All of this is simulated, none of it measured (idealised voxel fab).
process module | voxel gate over fins
cross-section cut | 230 nm wide | cells 5 nm
A cross-section is a grid of square cells, given in bands from the top down. A band is one or more rows of cells.
Each band's line starts with the height of the band's top and of its bottom, in nm. Then come its materials from left to right, each with its width in nm. One material with "throughout" fills the band from edge to edge. "air" is empty space.
Height 0 is the level under which the wafer as received is all one material. The lowest band goes on downwards, as in "0 down".
A width such as "30 to 40" changes by the same amount from each row of cells to the next, from the band's top row to its bottom row.
"no change" after a step means that no cell of the cross-section changed.
closed voids: empty space of 8 cells or more with no open way to the top, each as width x height at its distance from the left edge, in nm
after a step's settings: what the simulator itself notes on the step
overlay nm, on a step with a mask: how far to the right of its planned place the mask lay; to the left if negative
plan
1 op RECEIVE | material Si
2 op CONFORMAL_DEP | material SiN | thk nm 5
3 op PATTERN | tone cover | mask id FINS | material resist | width nm 15 | pitch nm 50 | thk nm 20 | overlay nm 0
4 op DIRECTIONAL_ETCH | etch materials SiN | depth nm 5
5 op DIRECTIONAL_ETCH | etch materials Si | depth nm 40
6 op STRIP | etch materials resist
7 op OXIDIZE | depth nm 5
8 op FILL_DEP | material SiO2 | thk nm 10
9 op CMP | height nm 5
10 op DIRECTIONAL_DEP | material aC | thk nm 10
11 op PATTERN | tone open | mask id RAIL | material resist | width nm 15 | thk nm 25 | overlay nm 0
12 op DIRECTIONAL_ETCH | etch materials aC | depth nm 10
13 op STRIP | etch materials resist
14 op DIRECTIONAL_ETCH | etch materials SiO2 | depth nm 40
15 op STRIP | etch materials aC
16 op CONFORMAL_DEP | material TiN | thk nm 5
17 op FILL_DEP | material W | thk nm 10
18 op CMP | height nm 5
19 op SELECTIVE_ETCH | etch materials W Ru TiN | depth nm 25
20 op FILL_DEP | material SiO2 | thk nm 5
21 op CMP | height nm 5
22 op SELECTIVE_ETCH | etch materials SiO2 | depth nm 20
23 op STRIP | etch materials SiN
24 op CONFORMAL_DEP | material HfO2 | thk nm 5
25 op CONFORMAL_DEP | material TiN | thk nm 5
26 op CONFORMAL_DEP | material TiAl | thk nm 5
27 op CONFORMAL_DEP | material TiN | thk nm 5
28 op FILL_DEP | material W | thk nm 15
29 op CMP | height nm 30
30 op CONFORMAL_DEP | material SiN | thk nm 5
as received, after step 1
  0 down: Si throughout
  closed voids: none
a wafer at the end: this start, this plan, one mistake
  35 to 30: SiN throughout
  30 to 20: W throughout
  20 to 15: W 65 | TiN 45 | W 5 | TiN 45 | W 70
  15 to 10: W 65 | TiN 5 | TiAl 35 | TiN 5 | W 5 | TiN 5 | TiAl 35 | TiN 5 | W 70
  10 to 5: W 65 | TiN 5 | TiAl 5 | TiN 25 | TiAl 5 | TiN 5 | W 5 | TiN 5 | TiAl 5 | TiN 25 | TiAl 5 | TiN 5 | W 70
  5 to 0: TiN 70 | TiAl 5 | TiN 5 | HfO2 15 | TiN 5 | TiAl 5 | TiN 15 | TiAl 5 | TiN 5 | HfO2 15 | TiN 5 | TiAl 5 | TiN 75
  0 to -5: TiAl 75 | TiN 5 | HfO2 5 | Si 5 | HfO2 5 | TiN 5 | TiAl 25 | TiN 5 | HfO2 5 | Si 5 | HfO2 5 | TiN 5 | TiAl 80
  -5 to -10: TiN 80 | HfO2 5 | Si 5 | HfO2 5 | TiN 35 | HfO2 5 | Si 5 | HfO2 5 | TiN 85
  -10 to -15: HfO2 85 | Si 5 | HfO2 45 | Si 5 | HfO2 90
  -15 to -20: SiO2 85 | Si 5 | SiO2 45 | Si 5 | SiO2 90
  -20 to -30: SiO2 85 | Si 5 | SiO2 10 | TiN 5 | W 15 | TiN 5 | SiO2 10 | Si 5 | SiO2 90
  -30 to -35: SiO2 85 | Si 5 | SiO2 10 | TiN 25 | SiO2 10 | Si 5 | SiO2 90
  -35 to -45: SiO2 85 | Si 5 | SiO2 45 | Si 5 | SiO2 90
  -45 down: Si throughout
  closed voids: none
what went wrong: step 11 ran as: op PATTERN | tone open | mask id RAIL | material resist | width nm 25 | thk nm 25 | overlay nm 0
